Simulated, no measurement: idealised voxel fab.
process module | voxel capacitor over wiring
Each square cell in cross-section cut measures 5 nm, and the section as a whole is 300 nm wide.
In what follows, cross-sections appear as grids of square cells, described through bands that run from the top down, where every band is one or more rows of cells.
Heads up on the band format: heights come first, top then bottom, in nm. After that it's the materials left to right, each with its width in nm. A single material flagged "all across" fills the whole band edge to edge, and "air" means there's empty space there.
Note: height 0 marks the level under which the wafer is uniformly one material as received. Lowest band unbounded below, written "0 -> down".
With a width like "30 to 40", each row of cells in the band differs from the next by the same amount, the top row carrying the first number and the bottom row the second.
When a step is marked "remains unaltered", none of the cells in the cross-section changed during that step.
"Unvented internal voids" means: voids of 8 cells or more that are shut off from the top with no open way through. Written width x height at distance, distance from the left edge, in nm.
Past the settings on a step's line: simulator remark, on that step.
You can add "overlay nm" to a step's line. For a step with a mask, it describes how far the mask lay to the right of its planned position, and a negative number describes a lay to the left.

**Intended process steps**
step 1: RECEIVE [material Si]
step 2: CONFORMAL_DEP [material SiO2] [thk nm 10]
step 3: CONFORMAL_DEP [material SiCN] [thk nm 5]
step 4: DIRECTIONAL_DEP [material lowk] [thk nm 25]
step 5: MASKED_ETCH [tone open] [mask id METAL_1] [width nm 30] [pitch nm 100] [etch materials lowk] [depth nm 25] [overlay nm 0]
step 6: MASKED_ETCH [tone open] [mask id METAL_1] [width nm 30] [pitch nm 100] [etch materials SiCN] [depth nm 5] [overlay nm 0]
step 7: CONFORMAL_DEP [material TiN] [thk nm 5]
step 8: FILL_DEP [material Cu] [thk nm 5]
step 9: CMP [height nm 40]
step 10: EPI [material Ru] [thk nm 5]
step 11: FILL_DEP [material SiCN] [thk nm 5]
step 12: DIRECTIONAL_DEP [material lowk] [thk nm 10]
step 13: DIRECTIONAL_DEP [material aC] [thk nm 15]
step 14: PATTERN [tone open] [mask id PLUG_1] [material resist] [width nm 15] [thk nm 35] [overlay nm 0]
step 15: DIRECTIONAL_ETCH [etch materials aC] [depth nm 15]
step 16: STRIP [etch materials resist]
step 17: DIRECTIONAL_ETCH [etch materials lowk] [depth nm 10]
step 18: DIRECTIONAL_ETCH [etch materials SiCN] [depth nm 5]
step 19: STRIP [etch materials aC]
step 20: EPI [material Ru] [thk nm 10]
step 21: EPI [material Ru] [thk nm 5]
step 22: DIRECTIONAL_DEP [material TiN] [thk nm 5]
step 23: DIRECTIONAL_DEP [material SiN] [thk nm 5]
step 24: DIRECTIONAL_DEP [material TiN] [thk nm 5]
step 25: DIRECTIONAL_DEP [material aC] [thk nm 15]
step 26: PATTERN [tone cover] [mask id UPPER_PLATE] [material resist] [width nm 75] [thk nm 30] [overlay nm 0]
step 27: DIRECTIONAL_ETCH [etch materials aC] [depth nm 15]
step 28: STRIP [etch materials resist]
step 29: DIRECTIONAL_ETCH [etch materials TiN] [depth nm 5]
step 30: DIRECTIONAL_ETCH [etch materials SiN] [depth nm 5]
step 31: STRIP [etch materials aC]
step 32: DIRECTIONAL_DEP [material aC] [thk nm 15]
step 33: PATTERN [tone cover] [mask id LOWER_PLATE] [material resist] [width nm 85] [thk nm 35] [overlay nm 0]
step 34: DIRECTIONAL_ETCH [etch materials aC] [depth nm 15]
step 35: STRIP [etch materials resist]
step 36: DIRECTIONAL_ETCH [etch materials TiN] [depth nm 5]
step 37: STRIP [etch materials aC]
step 38: FILL_DEP [material SiO2] [thk nm 15]
step 39: CMP [height nm 85]
step 40: DIRECTIONAL_DEP [material aC] [thk nm 15]
step 41: PATTERN [tone open] [mask id PLUG_2] [material resist] [width nm 15] [thk nm 35] [overlay nm 0]
step 42: DIRECTIONAL_ETCH [etch materials aC] [depth nm 15]
step 43: STRIP [etch materials resist]
step 44: DIRECTIONAL_ETCH [etch materials SiO2] [depth nm 10]
step 45: STRIP [etch materials aC]
step 46: CONFORMAL_DEP [material TiN] [thk nm 5]
step 47: FILL_DEP [material Cu] [thk nm 10]
step 48: CMP [height nm 85]
step 49: CONFORMAL_DEP [material SiCN] [thk nm 5]

**Cross-sectional view of the wafer in its as-received condition, corresponding to the state after step 1**
  0 -> down: Si all across
  Unvented internal voids: none

**Cross-section at module end, one run error; start and plan unchanged from above**
  90 -> 85: SiCN all across
  85 -> 80: 110 nm SiO2 | 5 nm TiN | 5 nm Cu | 5 nm TiN | 175 nm SiO2
  80 -> 70: 110 to 105 nm SiO2 | 15 to 70 nm TiN | 175 to 125 nm SiO2
  70 -> 65: 105 nm SiO2 | 70 nm SiN | 125 nm SiO2
  65 -> 60: 95 nm SiO2 | 85 nm TiN | 120 nm SiO2
  60 -> 50: 100 nm lowk | 15 nm Ru | 185 nm lowk
  50 -> 45: 100 nm SiCN | 15 nm Ru | 185 nm SiCN
  45 -> 40: 80 nm SiCN | 40 nm Ru | 60 nm SiCN | 40 nm Ru | 80 nm SiCN
  40 -> 15: 85 nm lowk | 5 nm TiN | 20 nm Cu | 5 nm TiN | 70 nm lowk | 5 nm TiN | 20 nm Cu | 5 nm TiN | 85 nm lowk
  15 -> 10: 85 nm SiCN | 30 nm TiN | 70 nm SiCN | 30 nm TiN | 85 nm SiCN
  10 -> 0: SiO2 all across
  0 -> down: Si all across
  Unvented internal voids: none
Finding, execution versus plan: in deviation from the planned setting, step 26 was conducted as PATTERN [tone cover] [mask id UPPER_PLATE] [material resist] [width nm 70] [thk nm 30] [overlay nm 0]
